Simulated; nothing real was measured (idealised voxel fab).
This is a process module. Its name is voxel capacitor over wiring.
For reference, the cross-section in this document is cut, with width 160 nm and square cells of 5 nm.
A cross-section is written here as square cells arranged in a grid, and it is given in bands from the top down, each band taking up one or more rows of cells.
Heads up on the band format: heights come first, top then bottom, in nm. After that it's the materials left to right, each with its width in nm. A single material flagged "throughout" fills the whole band edge to edge, and "blank" means there's empty space there.
Height reference: 0 = level under which incoming wafer is all one material. Lowest band: no bottom, runs on downward, e.g. "0 and below".
You'd read "30..40" like this: the band's top row of cells is as wide as the first number, its bottom row is as wide as the second, and going down, every row changes width by the same amount as the row before did.
"nothing got changed" for a step: no cell of the cross-section changed in that step.
In "Enclosed void entries" the enclosed voids are listed, meaning empty spaces of 8 cells or larger without any opening to the top. The form is width x height at distance, distance from the left edge, units nm.
It should be noted that, on the line of a given step, the content following the step's settings is a remark produced by the simulator itself with respect to that step.
The setting "overlay nm" may be written on the line of a step. When the step uses a mask, the value reports how far to the right of the planned place the mask lay, and a negative value reports that it lay to the left.
[The process steps that were planned are listed below]
1 RECEIVE, material Si
2 CONFORMAL_DEP, material SiO2, thk nm 10
3 DIRECTIONAL_DEP, material TiN, thk nm 5
4 DIRECTIONAL_DEP, material Ru, thk nm 20
5 DIRECTIONAL_DEP, material aC, thk nm 15
6 PATTERN, tone cover, mask id METAL_1, material resist, width nm 25, pitch nm 75, thk nm 35, overlay nm 0
7 DIRECTIONAL_ETCH, etch materials aC, depth nm 15
8 STRIP, etch materials resist
9 DIRECTIONAL_ETCH, etch materials Ru, depth nm 20
10 DIRECTIONAL_ETCH, etch materials TiN, depth nm 5
11 STRIP, etch materials aC
12 FILL_DEP, material lowk, thk nm 5
13 CMP, height nm 35
14 CONFORMAL_DEP, material SiCN, thk nm 5
15 DIRECTIONAL_DEP, material SiO2, thk nm 10
16 DIRECTIONAL_DEP, material aC, thk nm 10
17 PATTERN, tone open, mask id PLUG_1, material resist, width nm 15, thk nm 30, overlay nm 0
18 DIRECTIONAL_ETCH, etch materials aC, depth nm 10
19 STRIP, etch materials resist
20 DIRECTIONAL_ETCH, etch materials SiO2, depth nm 10
21 DIRECTIONAL_ETCH, etch materials SiCN, depth nm 5
22 STRIP, etch materials aC
23 CONFORMAL_DEP, material TiN, thk nm 5
24 FILL_DEP, material Ru, thk nm 5
25 CMP, height nm 50
26 DIRECTIONAL_DEP, material TiN, thk nm 10
27 DIRECTIONAL_DEP, material HfO2, thk nm 5
28 DIRECTIONAL_DEP, material TiN, thk nm 10
29 MASKED_ETCH, tone cover, mask id UPPER_PLATE, width nm 55, etch materials TiN, depth nm 10, overlay nm 0
30 MASKED_ETCH, tone cover, mask id UPPER_PLATE, width nm 55, etch materials HfO2, depth nm 5, overlay nm 0
31 PATTERN, tone cover, mask id LOWER_PLATE, material resist, width nm 65, thk nm 20, overlay nm 0
32 DIRECTIONAL_ETCH, etch materials TiN, depth nm 10
33 STRIP, etch materials resist
34 FILL_DEP, material SiO2, thk nm 20
35 CMP, height nm 90
36 PATTERN, tone open, mask id PLUG_2, material resist, width nm 15, thk nm 20, overlay nm 0
37 DIRECTIONAL_ETCH, etch materials SiO2, depth nm 15
38 STRIP, etch materials resist
39 CONFORMAL_DEP, material TiN, thk nm 5
40 FILL_DEP, material W, thk nm 5
41 CMP, height nm 90
42 CONFORMAL_DEP, material SiN, thk nm 5
[The first of a set of two wafers, run to plan]
[Cross-sectional view of the wafer in its as-received condition, corresponding to the state after step 1]
    0 and below | Si throughout
    Enclosed void entries: none
[Cross-sectional representation of the wafer at the conclusion of step 2]
    10 down to 0 | SiO2 throughout
    At heights below 0, the structure remains unaltered.
[Cross-sectional representation of the wafer at the conclusion of step 3]
    15 down to 10 | TiN throughout
    At heights below 10, the structure remains unaltered.
[Cross-sectional representation of the wafer at the conclusion of step 4]
    35 down to 15 | Ru throughout
    At heights below 15, the structure remains unaltered.
[Cross-sectional representation of the wafer at the conclusion of step 5]
    50 down to 35 | aC throughout
    At heights below 35, the structure remains unaltered.
[Cross-sectional representation of the wafer at the conclusion of step 6]
    85 down to 50 | 30 nm blank  25 nm resist  50 nm blank  25 nm resist  30 nm blank
    At heights below 50, the structure remains unaltered.
[Cross-sectional representation of the wafer at the conclusion of step 7]
    70 down to 50 | 30 nm blank  25 nm resist  50 nm blank  25 nm resist  30 nm blank
    50 down to 35 | 30 nm blank  25 nm aC  50 nm blank  25 nm aC  30 nm blank
    At heights below 35, the structure remains unaltered.
[Cross-sectional representation of the wafer at the conclusion of step 8]
    50 down to 35 | 30 nm blank  25 nm aC  50 nm blank  25 nm aC  30 nm blank
    At heights below 35, the structure remains unaltered.
[Cross-sectional representation of the wafer at the conclusion of step 9]
    50 down to 35 | 30 nm blank  25 nm aC  50 nm blank  25 nm aC  30 nm blank
    35 down to 15 | 30 nm blank  25 nm Ru  50 nm blank  25 nm Ru  30 nm blank
    At heights below 15, the structure remains unaltered.
[Cross-sectional representation of the wafer at the conclusion of step 10]
    50 down to 35 | 30 nm blank  25 nm aC  50 nm blank  25 nm aC  30 nm blank
    35 down to 15 | 30 nm blank  25 nm Ru  50 nm blank  25 nm Ru  30 nm blank
    15 down to 10 | 30 nm blank  25 nm TiN  50 nm blank  25 nm TiN  30 nm blank
    At heights below 10, the structure remains unaltered.
[Cross-sectional representation of the wafer at the conclusion of step 11]
    35 down to 15 | 30 nm blank  25 nm Ru  50 nm blank  25 nm Ru  30 nm blank
    At heights below 15, the structure remains unaltered.
[Cross-sectional representation of the wafer at the conclusion of step 12]
    40 down to 35 | lowk throughout
    35 down to 15 | 30 nm lowk  25 nm Ru  50 nm lowk  25 nm Ru  30 nm lowk
    15 down to 10 | 30 nm lowk  25 nm TiN  50 nm lowk  25 nm TiN  30 nm lowk
    At heights below 10, the structure remains unaltered.
[Cross-sectional representation of the wafer at the conclusion of step 13]
    35 down to 15 | 30 nm lowk  25 nm Ru  50 nm lowk  25 nm Ru  30 nm lowk
    At heights below 15, the structure remains unaltered.
[Cross-sectional representation of the wafer at the conclusion of step 14]
    40 down to 35 | SiCN throughout
    At heights below 35, the structure remains unaltered.
[Cross-sectional representation of the wafer at the conclusion of step 15]
    50 down to 40 | SiO2 throughout
    At heights below 40, the structure remains unaltered.
[Cross-sectional representation of the wafer at the conclusion of step 16]
    60 down to 50 | aC throughout
    At heights below 50, the structure remains unaltered.
[Cross-sectional representation of the wafer at the conclusion of step 17]
    90 down to 60 | 40 nm resist  15 nm blank  105 nm resist
    At heights below 60, the structure remains unaltered.
[Cross-sectional representation of the wafer at the conclusion of step 18]
    80 down to 60 | 40 nm resist  15 nm blank  105 nm resist
    60 down to 50 | 40 nm aC  15 nm blank  105 nm aC
    At heights below 50, the structure remains unaltered.
[Cross-sectional representation of the wafer at the conclusion of step 19]
    60 down to 50 | 40 nm aC  15 nm blank  105 nm aC
    At heights below 50, the structure remains unaltered.
[Cross-sectional representation of the wafer at the conclusion of step 20]
    60 down to 50 | 40 nm aC  15 nm blank  105 nm aC
    50 down to 40 | 40 nm SiO2  15 nm blank  105 nm SiO2
    At heights below 40, the structure remains unaltered.
[Cross-sectional representation of the wafer at the conclusion of step 21]
    60 down to 50 | 40 nm aC  15 nm blank  105 nm aC
    50 down to 40 | 40 nm SiO2  15 nm blank  105 nm SiO2
    40 down to 35 | 40 nm SiCN  15 nm blank  105 nm SiCN
    At heights below 35, the structure remains unaltered.
[Cross-sectional representation of the wafer at the conclusion of step 22]
    50 down to 40 | 40 nm SiO2  15 nm blank  105 nm SiO2
    At heights below 40, the structure remains unaltered.
[Cross-sectional representation of the wafer at the conclusion of step 23]
    55 down to 50 | 45 nm TiN  5 nm blank  110 nm TiN
    50 down to 40 | 40 nm SiO2  5 nm TiN  5 nm blank  5 nm TiN  105 nm SiO2
    40 down to 35 | 40 nm SiCN  15 nm TiN  105 nm SiCN
    At heights below 35, the structure remains unaltered.
[Cross-sectional representation of the wafer at the conclusion of step 24]
    60 down to 55 | Ru throughout
    55 down to 50 | 45 nm TiN  5 nm Ru  110 nm TiN
    50 down to 40 | 40 nm SiO2  5 nm TiN  5 nm Ru  5 nm TiN  105 nm SiO2
    At heights below 40, the structure remains unaltered.
[Cross-sectional representation of the wafer at the conclusion of step 25]
    50 down to 40 | 40 nm SiO2  5 nm TiN  5 nm Ru  5 nm TiN  105 nm SiO2
    At heights below 40, the structure remains unaltered.
[Cross-sectional representation of the wafer at the conclusion of step 26]
    60 down to 50 | TiN throughout
    At heights below 50, the structure remains unaltered.
[Cross-sectional representation of the wafer at the conclusion of step 27]
    65 down to 60 | HfO2 throughout
    At heights below 60, the structure remains unaltered.
[Cross-sectional representation of the wafer at the conclusion of step 28]
    75 down to 65 | TiN throughout
    At heights below 65, the structure remains unaltered.
[Cross-sectional representation of the wafer at the conclusion of step 29]
    75 down to 65 | 40 nm blank  55 nm TiN  65 nm blank
    At heights below 65, the structure remains unaltered.
[Cross-sectional representation of the wafer at the conclusion of step 30]
    75 down to 65 | 40 nm blank  55 nm TiN  65 nm blank
    65 down to 60 | 40 nm blank  55 nm HfO2  65 nm blank
    At heights below 60, the structure remains unaltered.
[Cross-sectional representation of the wafer at the conclusion of step 31]
    95 down to 75 | 35 nm blank  65 nm resist  60 nm blank
    75 down to 65 | 35 nm blank  5 nm resist  55 nm TiN  5 nm resist  60 nm blank
    65 down to 60 | 35 nm blank  5 nm resist  55 nm HfO2  5 nm resist  60 nm blank
    At heights below 60, the structure remains unaltered.
[Cross-sectional representation of the wafer at the conclusion of step 32]
    95 down to 75 | 35 nm blank  65 nm resist  60 nm blank
    75 down to 65 | 35 nm blank  5 nm resist  55 nm TiN  5 nm resist  60 nm blank
    65 down to 60 | 35 nm blank  5 nm resist  55 nm HfO2  5 nm resist  60 nm blank
    60 down to 50 | 35 nm blank  65 nm TiN  60 nm blank
    At heights below 50, the structure remains unaltered.
[Cross-sectional representation of the wafer at the conclusion of step 33]
    75 down to 65 | 40 nm blank  55 nm TiN  65 nm blank
    65 down to 60 | 40 nm blank  55 nm HfO2  65 nm blank
    At heights below 60, the structure remains unaltered.
[Cross-sectional representation of the wafer at the conclusion of step 34]
    95 down to 75 | SiO2 throughout
    75 down to 65 | 40 nm SiO2  55 nm TiN  65 nm SiO2
    65 down to 60 | 40 nm SiO2  55 nm HfO2  65 nm SiO2
    60 down to 50 | 35 nm SiO2  65 nm TiN  60 nm SiO2
    At heights below 50, the structure remains unaltered.
[Cross-sectional representation of the wafer at the conclusion of step 35]
    90 down to 75 | SiO2 throughout
    At heights below 75, the structure remains unaltered.
[Cross-sectional representation of the wafer at the conclusion of step 36]
    110 down to 90 | 50 nm resist  15 nm blank  95 nm resist
    At heights below 90, the structure remains unaltered.
[Cross-sectional representation of the wafer at the conclusion of step 37]
    110 down to 90 | 50 nm resist  15 nm blank  95 nm resist
    90 down to 75 | 50 nm SiO2  15 nm blank  95 nm SiO2
    At heights below 75, the structure remains unaltered.
[Cross-sectional representation of the wafer at the conclusion of step 38]
    90 down to 75 | 50 nm SiO2  15 nm blank  95 nm SiO2
    At heights below 75, the structure remains unaltered.
[Cross-sectional representation of the wafer at the conclusion of step 39]
    95 down to 90 | 55 nm TiN  5 nm blank  100 nm TiN
    90 down to 80 | 50 nm SiO2  5 nm TiN  5 nm blank  5 nm TiN  95 nm SiO2
    80 down to 75 | 50 nm SiO2  15 nm TiN  95 nm SiO2
    At heights below 75, the structure remains unaltered.
[Cross-sectional representation of the wafer at the conclusion of step 40]
    100 down to 95 | W throughout
    95 down to 90 | 55 nm TiN  5 nm W  100 nm TiN
    90 down to 80 | 50 nm SiO2  5 nm TiN  5 nm W  5 nm TiN  95 nm SiO2
    At heights below 80, the structure remains unaltered.
[Cross-sectional representation of the wafer at the conclusion of step 41]
    90 down to 80 | 50 nm SiO2  5 nm TiN  5 nm W  5 nm TiN  95 nm SiO2
    At heights below 80, the structure remains unaltered.
[Cross-sectional representation of the wafer at the conclusion of step 42]
    95 down to 90 | SiN throughout
    At heights below 90, the structure remains unaltered.
[Second wafer: same start and same plan as the first, one execution error; identical to the first through step 36]
[Second wafer, cross-section, planned end of step 37]
    110 down to 90 | 50 nm resist  15 nm blank  95 nm resist
    90 down to 85 | 50 nm SiO2  15 nm blank  95 nm SiO2
    At heights below 85, the structure remains unaltered.
[Second wafer, cross-section, planned end of step 38]
    90 down to 85 | 50 nm SiO2  15 nm blank  95 nm SiO2
    At heights below 85, the structure remains unaltered.
[Second wafer, cross-section, planned end of step 39]
    95 down to 90 | 55 nm TiN  5 nm blank  100 nm TiN
    90 down to 85 | 50 nm SiO2  15 nm TiN  95 nm SiO2
    At heights below 85, the structure remains unaltered.
[Second wafer, cross-section, planned end of step 40]
    100 down to 95 | W throughout
    95 down to 90 | 55 nm TiN  5 nm W  100 nm TiN
    At heights below 90, the structure remains unaltered.
[Second wafer, cross-section, planned end of step 41]
    90 down to 85 | 50 nm SiO2  15 nm TiN  95 nm SiO2
    At heights below 85, the structure remains unaltered.
[Second wafer, cross-section, planned end of step 42]
    95 down to 90 | SiN throughout
    At heights below 90, the structure remains unaltered.
What was done differently from what was planned? contrary to plan, step 37 was performed as DIRECTIONAL_ETCH, etch materials SiO2, depth nm 5
Per the end-of-run cell counts, the second wafer holds more or fewer of some materials than the first: +6 SiO2; -4 TiN; -2 W
